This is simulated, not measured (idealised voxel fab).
Module name: voxel double patterning (process module)
Displayed cross-section: cut, width of 170 nm, square cells sized 5 nm.
We lay out every cross-section as a grid of square cells and spell it out in bands from the top down, where one band means one or more rows of cells.
Top height, bottom height, nm. Materials left to right, width each, nm. Single material + "throughout" = fills band edge to edge. "air" = empty.
Height datum 0, below which the as-received substrate wafer is one material. Lowest band open at the bottom, running downward: "top 0, no bottom".
Quick explanation for "30..40": the width changes in equal steps down the rows of cells, from the first number in the band's top row to the second number in its bottom row.
When a step is marked "left unchanged", none of the cells in the cross-section changed during that step.
Entry "Trapped cavities" = empty spaces >= 8 cells with no open way to the top; each as width x height at distance, distance from left edge, all nm.
That trailing text on a step's line, after the settings, is the simulator's own remark on the step.
Steps that use a mask can have "overlay nm" on their line. It says how far the mask sat to the right of where it was meant to be. Negative means to the left.

### The planned process steps are enumerated hereunder
1,RECEIVE, material Si
2,CONFORMAL_DEP, material SiN, thk nm 10
3,DIRECTIONAL_DEP, material SiO2, thk nm 15
4,DIRECTIONAL_DEP, material SiCN, thk nm 5
5,PATTERN, tone open, mask id FIRST, material resist, width nm 15, pitch nm 50, thk nm 15, overlay nm 0
6,DIRECTIONAL_ETCH, etch materials SiCN, depth nm 5
7,STRIP, etch materials resist
8,DIRECTIONAL_DEP, material aC, thk nm 10
9,PATTERN, tone open, mask id SECOND, material resist, width nm 15, thk nm 30, overlay nm 0
10,DIRECTIONAL_ETCH, etch materials aC, depth nm 10
11,STRIP, etch materials resist
12,DIRECTIONAL_ETCH, etch materials SiCN, depth nm 5
13,STRIP, etch materials aC
14,DIRECTIONAL_ETCH, etch materials SiO2, depth nm 15
15,STRIP, etch materials SiCN

### Wafer as received: cross-section following step 1
> top 0, no bottom  Si throughout
> Trapped cavities: none

### Final wafer profile in cross-section after the module, from the same start and plan as above, with one mistake made during processing
> top 25, bottom 15  SiN throughout
> top 15, bottom 0  SiO2 throughout
> top 0, no bottom  Si throughout
> Trapped cavities: none
Plan not followed: deviation from plan: step 3 and step 2 executed in one another's positions
